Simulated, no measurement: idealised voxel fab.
Process module under the name voxel self aligned contacts
Xsec cut, 255 nm wide, square cell size 5 nm.
Each cross-section below is a grid of square cells, stated as bands in top-down order, with one or more rows of cells making up each band. First you get the band's top height and its bottom height, in nm, and then the materials it's made of, left to right, with each width in nm. If you see a single material with "all across", that one covers the band edge to edge. "empty" is empty space. Beneath 0, the wafer as received is one material, and that level is where height counting begins. The lowest band goes on downward without a bottom; it is written like "0 nm and below". Width "30->40": first value at the band's top row of cells, second value at its bottom row, equal change from row to row. Step note "nothing got changed" = no cross-section cell changed. "Enclosed internal voids": sealed empty spaces, 8 cells or more, no open way to top, listed width x height at distance, with distance from the left edge and width, height and distance in nm. Note: text after step settings on the step line = simulator remark on that step. For masked steps, "overlay nm" on the step line gives how far right of plan the mask actually lay; a minus sign means it lay to the left.
The process steps that were planned are listed below
1: RECEIVE [material Si]
2: OXIDIZE [depth nm 5]
3: DIRECTIONAL_DEP [material polySi] [thk nm 25]
4: DIRECTIONAL_DEP [material SiN] [thk nm 20]
5: MASKED_ETCH [tone cover] [mask id GATE] [width nm 35] [pitch nm 70] [etch materials SiN] [depth nm 20] [overlay nm 0]
6: MASKED_ETCH [tone cover] [mask id GATE] [width nm 35] [pitch nm 70] [etch materials polySi] [depth nm 25] [overlay nm 0]
7: CONFORMAL_DEP [material SiN] [thk nm 5]
8: DIRECTIONAL_ETCH [etch materials SiN] [depth nm 5]
9: FILL_DEP [material SiO2] [thk nm 10]
10: CMP [height nm 50]
11: DIRECTIONAL_DEP [material aC] [thk nm 10]
12: PATTERN [tone open] [mask id CONTACT] [material resist] [width nm 45] [thk nm 30] [overlay nm 0]
13: DIRECTIONAL_ETCH [etch materials aC] [depth nm 10]
14: STRIP [etch materials resist]
15: DIRECTIONAL_ETCH [etch materials SiO2] [depth nm 55]
16: STRIP [etch materials aC]
17: CONFORMAL_DEP [material TiN] [thk nm 5]
18: FILL_DEP [material W] [thk nm 5]
19: CMP [height nm 50]
20: CONFORMAL_DEP [material SiCN] [thk nm 5]
Wafer at receipt (post step 1), cross-section
  0 nm and below  Si all across
  Enclosed internal voids: none
Sectioned view, first of two wafers, at the close of the module, processed as intended in the plan
  55 nm to 50 nm  SiCN all across
  50 nm to 45 nm  105 of SiO2  15 of TiN  15 of W  15 of TiN  105 of SiO2
  45 nm to 25 nm  70 of SiO2  45 of SiN  5 of TiN  15 of W  5 of TiN  45 of SiN  70 of SiO2
  25 nm to 0 nm  70 of SiO2  5 of SiN  35 of polySi  5 of SiN  5 of TiN  15 of W  5 of TiN  5 of SiN  35 of polySi  5 of SiN  70 of SiO2
  0 nm to -5 nm  115 of SiO2  25 of TiN  115 of SiO2
  -5 nm and below  Si all across
  Enclosed internal voids: none
Cross-sectional view: second of two wafers, end of module; start and plan identical to the first, one mistake in running
  55 nm to 50 nm  SiCN all across
  50 nm to 45 nm  100 of SiO2  20 of TiN  15 of W  20 of TiN  100 of SiO2
  45 nm to 25 nm  70 of SiO2  45 of SiN  5 of TiN  15 of W  5 of TiN  45 of SiN  70 of SiO2
  25 nm to 0 nm  70 of SiO2  5 of SiN  35 of polySi  5 of SiN  5 of TiN  15 of W  5 of TiN  5 of SiN  35 of polySi  5 of SiN  70 of SiO2
  0 nm to -5 nm  115 of SiO2  25 of TiN  115 of SiO2
  -5 nm and below  Si all across
  Enclosed internal voids: none
Here's what went sideways: contrary to plan, step 12 was performed as PATTERN [tone open] [mask id CONTACT] [material resist] [width nm 55] [thk nm 30] [overlay nm 0]
Once processing is complete, comparing cell counts shows that the second wafer has more or fewer of certain materials than the first: 2 fewer of SiO2, 2 more of TiN
